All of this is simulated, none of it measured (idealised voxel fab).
Module name: voxel transistor to metal (process module)
Displayed cross-section: cut, width of 170 nm, square cells sized 5 nm.
Bands, listed from the top down, are how a cross-section gets written in this document; the cross-section itself is a grid of square cells, and a band is one or more rows of them.
Heads up on the band format: heights come first, top then bottom, in nm. After that it's the materials left to right, each with its width in nm. A single material flagged "throughout" fills the whole band edge to edge, and "blank" means there's empty space there.
Zero point of the height axis is 0; under it, received wafer = one material. Lowest band: continues down indefinitely, "0 nm and below".
Width: "30->40" (first number = top row, second number = bottom row, same change from row to row of cells).
Given "all unchanged" for a step, no cell of the cross-section differs between before and after that step.
The entry titled "Entrapped voids" provides the empty spaces that have no open way to the top, restricted to those of 8 cells or more. Each is presented as width x height at distance, the distance being measured from the left edge, with all three in nm.
Note: text after step settings on the step line = simulator remark on that step.
overlay nm: mask offset rightward from planned place, masked step; negative means leftward offset.

Planned process steps:
| 1 | RECEIVE [material Si] |
| 2 | OXIDIZE [depth nm 5] |
| 3 | CONFORMAL_DEP [material SiN] [thk nm 10] |
| 4 | MASKED_ETCH [tone cover] [mask id ACTIVE] [width nm 100] [etch materials SiN] [depth nm 10] [overlay nm 0] |
| 5 | MASKED_ETCH [tone cover] [mask id ACTIVE] [width nm 100] [etch materials SiO2] [depth nm 5] [overlay nm 0] |
| 6 | MASKED_ETCH [tone cover] [mask id ACTIVE] [width nm 100] [etch materials Si] [depth nm 30] [overlay nm 0] |
| 7 | FILL_DEP [material SiO2] [thk nm 10] |
| 8 | CMP [height nm 10] |
| 9 | SELECTIVE_ETCH [etch materials SiO2] [depth nm 10] |
| 10 | STRIP [etch materials SiN] |
| 11 | SELECTIVE_ETCH [etch materials SiO2] [depth nm 5] |
| 12 | OXIDIZE [depth nm 5] |
| 13 | DIRECTIONAL_DEP [material polySi] [thk nm 30] |
| 14 | DIRECTIONAL_DEP [material SiCN] [thk nm 10] |
| 15 | PATTERN [tone cover] [mask id GATE] [material resist] [width nm 30] [thk nm 15] [overlay nm 0] |
| 16 | DIRECTIONAL_ETCH [etch materials SiCN] [depth nm 20] |
| 17 | DIRECTIONAL_ETCH [etch materials polySi] [depth nm 40] |
| 18 | STRIP [etch materials resist] |
| 19 | CONFORMAL_DEP [material SiO2] [thk nm 5] |
| 20 | DIRECTIONAL_ETCH [etch materials SiO2] [depth nm 5] |
| 21 | CONFORMAL_DEP [material SiN] [thk nm 10] |
| 22 | DIRECTIONAL_ETCH [etch materials SiN] [depth nm 10] |
| 23 | DIRECTIONAL_ETCH [etch materials SiO2] [depth nm 5] |
| 24 | DIRECTIONAL_ETCH [etch materials Si] [depth nm 10] |
| 25 | EPI [material nSi] [thk nm 10] |
| 26 | FILL_DEP [material SiO2] [thk nm 10] |
| 27 | CMP [height nm 25] |
| 28 | STRIP [etch materials polySi] |
| 29 | SELECTIVE_ETCH [etch materials SiO2] [depth nm 5] |
| 30 | CONFORMAL_DEP [material HfO2] [thk nm 5] |
| 31 | CONFORMAL_DEP [material TiN] [thk nm 5] |
| 32 | FILL_DEP [material W] [thk nm 10] |
| 33 | CMP [height nm 20] |
| 34 | DIRECTIONAL_DEP [material SiO2] [thk nm 15] |
| 35 | PATTERN [tone open] [mask id CONTACT] [material resist] [width nm 15] [pitch nm 75] [thk nm 20] [overlay nm 0] |
| 36 | DIRECTIONAL_ETCH [etch materials SiO2] [depth nm 45] |
| 37 | STRIP [etch materials resist] |
| 38 | CONFORMAL_DEP [material TiN] [thk nm 5] |
| 39 | FILL_DEP [material W] [thk nm 5] |
| 40 | CMP [height nm 35] |
| 41 | CONFORMAL_DEP [material SiN] [thk nm 5] |
| 42 | DIRECTIONAL_DEP [material lowk] [thk nm 20] |
| 43 | MASKED_ETCH [tone open] [mask id METAL_1] [width nm 15] [pitch nm 75] [etch materials lowk] [depth nm 20] [overlay nm 0] |
| 44 | MASKED_ETCH [tone open] [mask id METAL_1] [width nm 15] [pitch nm 75] [etch materials SiN] [depth nm 5] [overlay nm 0] |
| 45 | CONFORMAL_DEP [material TiN] [thk nm 5] |
| 46 | FILL_DEP [material Ru] [thk nm 10] |
| 47 | CMP [height nm 60] |
| 48 | EPI [material Ru] [thk nm 5] |
| 49 | FILL_DEP [material SiCN] [thk nm 5] |
| 50 | DIRECTIONAL_DEP [material lowk] [thk nm 25] |
| 51 | MASKED_ETCH [tone open] [mask id METAL_2] [width nm 15] [pitch nm 75] [etch materials lowk] [depth nm 15] [overlay nm 0] |
| 52 | MASKED_ETCH [tone open] [mask id METAL_2_HOLES] [width nm 15] [pitch nm 75] [etch materials lowk] [depth nm 10] [overlay nm 0] |
| 53 | MASKED_ETCH [tone open] [mask id METAL_2_HOLES] [width nm 15] [pitch nm 75] [etch materials SiCN] [depth nm 5] [overlay nm 0] |
| 54 | CONFORMAL_DEP [material TiN] [thk nm 5] |
| 55 | FILL_DEP [material Cu] [thk nm 10] |
| 56 | CMP [height nm 95] |
| 57 | CONFORMAL_DEP [material SiCN] [thk nm 5] |
Wafer-to-wafer difference: thk nm, step 38. Common start. Plan = first wafer's value.

Step 1 complete: as-received cross-section of the first of several wafers:
- 0 nm and below  Si throughout
- Entrapped voids: none

Each row below is a wafer at the end of the module, listing for every material the number of cells it has gained (+) or lost (-) since it was received, followed by its closed voids:
thk nm 5 | +10 Cu | +18 HfO2 | +18 Ru | -154 Si | +86 SiCN | +48 SiN | +254 SiO2 | +96 TiN | +28 W | +252 lowk | +24 nSi | Entrapped voids: none
thk nm 10 | +10 Cu | +18 HfO2 | +18 Ru | -154 Si | +86 SiCN | +48 SiN | +254 SiO2 | +108 TiN | +16 W | +252 lowk | +24 nSi | Entrapped voids: none
thk nm 15 | +10 Cu | +18 HfO2 | +18 Ru | -154 Si | +86 SiCN | +48 SiN | +254 SiO2 | +108 TiN | +16 W | +252 lowk | +24 nSi | Entrapped voids: none
thk nm 20 | +10 Cu | +18 HfO2 | +18 Ru | -154 Si | +86 SiCN | +48 SiN | +254 SiO2 | +108 TiN | +16 W | +252 lowk | +24 nSi | Entrapped voids: none
